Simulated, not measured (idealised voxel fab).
Name of the process module below: voxel plated lines
Xsec cut, 180 nm wide, square cell size 5 nm.
A cross-section is a grid of square cells, given in bands from the top down. A band is one or more rows of cells.
In this notation a band is specified by the heights of its top and bottom, in that order and in nm, after which its materials appear from left to right, each paired with its width in nm. The word "everywhere" attached to a single material means that material fills the band from edge to edge; the word "empty" stands for empty space.
Where do heights start? At 0: under that level the wafer as delivered is made of one material only. And the lowest band has no floor; it just carries on downward, as in "z 0 and below".
The two numbers in a width such as "30..40" mark its ends across the band: the first belongs to the top row of cells, the second to the bottom row, and from each row to the next the width moves by the same amount.
Step note "stayed the same" = no cross-section cell changed.
"Fully sealed voids" contains a list of empty spaces, each no smaller than 8 cells and without an open way to the top, written in the form width x height at distance with the distance from the left edge and all three in nm.
Formally, on a step line, whatever follows the settings is a remark that the simulator itself makes on the step.
"overlay nm" on a masked step: distance the mask lay right of its planned place, negative for left.
## plan
1: op RECEIVE | material Si
2: op CONFORMAL_DEP | material SiN | thk nm 10
3: op DIRECTIONAL_DEP | material TiN | thk nm 5
4: op PATTERN | tone open | mask id LINES | material resist | width nm 25 | pitch nm 40 | thk nm 40 | overlay nm 0
5: op EPI | material Ru | thk nm 10
6: op EPI | material Ru | thk nm 10
7: op EPI | material Ru | thk nm 5
8: op STRIP | etch materials resist
9: op DIRECTIONAL_ETCH | etch materials TiN | depth nm 5
10: op CONFORMAL_DEP | material SiN | thk nm 10
## Cross-section of the wafer upon arrival, representing the state reached after step 1
	z 0 and below | Si everywhere
	Fully sealed voids: none
## The cross-section shown corresponds to the wafer at the conclusion of the module. The initial structure and the process plan are those presented above; however, one mistake occurred in executing the plan
	z 50 to 40 | 50 of empty / 85 of SiN / 45 of empty
	z 40 to 20 | 50 of empty / 10 of SiN / 25 of Ru / 15 of SiN / 25 of Ru / 10 of SiN / 45 of empty
	z 20 to 15 | 60 of SiN / 25 of Ru / 15 of SiN / 25 of Ru / 55 of SiN
	z 15 to 10 | 60 of SiN / 25 of TiN / 15 of SiN / 25 of TiN / 55 of SiN
	z 10 to 0 | SiN everywhere
	z 0 and below | Si everywhere
	Fully sealed voids: none
Which mistake was made when the wafer was run? note that step 4 departed from the planned setting and was carried out as op PATTERN | tone open | mask id LINES | material resist | width nm 25 | pitch nm 40 | thk nm 40 | overlay nm 5
